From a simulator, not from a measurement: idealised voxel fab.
Presented below is a process module, voxel ribs on slabs.
Section cut is 155 nm wide and gridded with 5 nm square cells.
When this document writes out a cross-section, it uses a grid of square cells and lists it as bands, beginning at the top and moving down, with a band standing for one or more rows of cells.
The band entry comprises the height of the band's top followed by the height of its bottom, expressed in nm, and subsequently the band's materials from left to right, each stated together with its width in nm. Where a single material is marked with the word "edge to edge", that material fills the band from edge to edge. The word "air" represents empty space.
Counting heights begins at 0, where everything beneath is, in the wafer as received, one material. The lowest band has no bottom; it goes on downwards, as "z 0 and below" shows.
Width: "30->40" (first number = top row, second number = bottom row, same change from row to row of cells).
"remained the same" for a step: no cell of the cross-section changed in that step.
What "Closed cavity list" gives you is every empty space of 8 cells or more that is cut off from the top. Each appears as width x height at distance, with the distance taken from the left edge and width, height and distance all in nm.
after a step's settings: what the simulator itself notes on the step
What "overlay nm" on a step's line means: if the step has a mask, that mask lay this far to the right of its planned place, or, when the value is negative, to the left.
[The process steps that were planned are listed below]
1. RECEIVE,material Si
2. DIRECTIONAL_DEP,material SiO2,thk nm 20
3. DIRECTIONAL_DEP,material polySi,thk nm 20
4. PATTERN,tone cover,mask id RIB,material resist,width nm 20,thk nm 20,overlay nm 0
5. DIRECTIONAL_ETCH,etch materials polySi,depth nm 15
6. STRIP,etch materials resist
7. PATTERN,tone cover,mask id SLAB,material resist,width nm 60,thk nm 20,overlay nm 0
8. DIRECTIONAL_ETCH,etch materials polySi,depth nm 5
9. STRIP,etch materials resist
10. FILL_DEP,material SiO2,thk nm 25
11. CMP,height nm 50
12. DIRECTIONAL_DEP,material W,thk nm 5
13. PATTERN,tone cover,mask id HEATER,material resist,width nm 30,thk nm 15,overlay nm 0
14. DIRECTIONAL_ETCH,etch materials W,depth nm 5
15. STRIP,etch materials resist
16. CONFORMAL_DEP,material SiO2,thk nm 5
varied across the wafers: height nm of step 11. The plan shows the first wafer's value. All wafers start alike
[The as-received cross-section of the first of several wafers corresponds to the state after step 1]
  z 0 and below: Si edge to edge
  Closed cavity list: none
[Quick look at the cross-section of the first of several wafers after step 16, which wraps up the module]
  z 60 to 55: 55 nm air, then 40 nm SiO2, then 60 nm air
  z 55 to 50: 60 nm SiO2, then 30 nm W, then 65 nm SiO2
  z 50 to 40: SiO2 edge to edge
  z 40 to 25: 65 nm SiO2, then 20 nm polySi, then 70 nm SiO2
  z 25 to 20: 45 nm SiO2, then 60 nm polySi, then 50 nm SiO2
  z 20 to 0: SiO2 edge to edge
  z 0 and below: Si edge to edge
  Closed cavity list: none
[Showing the last wafer in cross-section at the end of the module]
  z 75 to 70: 55 nm air, then 40 nm SiO2, then 60 nm air
  z 70 to 65: 60 nm SiO2, then 30 nm W, then 65 nm SiO2
  z 65 to 40: SiO2 edge to edge
  z 40 to 25: 65 nm SiO2, then 20 nm polySi, then 70 nm SiO2
  z 25 to 20: 45 nm SiO2, then 60 nm polySi, then 50 nm SiO2
  z 20 to 0: SiO2 edge to edge
  z 0 and below: Si edge to edge
  Closed cavity list: none
[So in this table every wafer gets its own row, and what you see is where it stands at the end of the module: for each material, how many cells it picked up (+) or gave up (-) since we received it, and after that its closed voids]
height nm 50; +319 SiO2; +6 W; +24 polySi; Closed cavity list: none
height nm 55; +350 SiO2; +6 W; +24 polySi; Closed cavity list: none
height nm 60; +381 SiO2; +6 W; +24 polySi; Closed cavity list: none
height nm 65; +412 SiO2; +6 W; +24 polySi; Closed cavity list: none
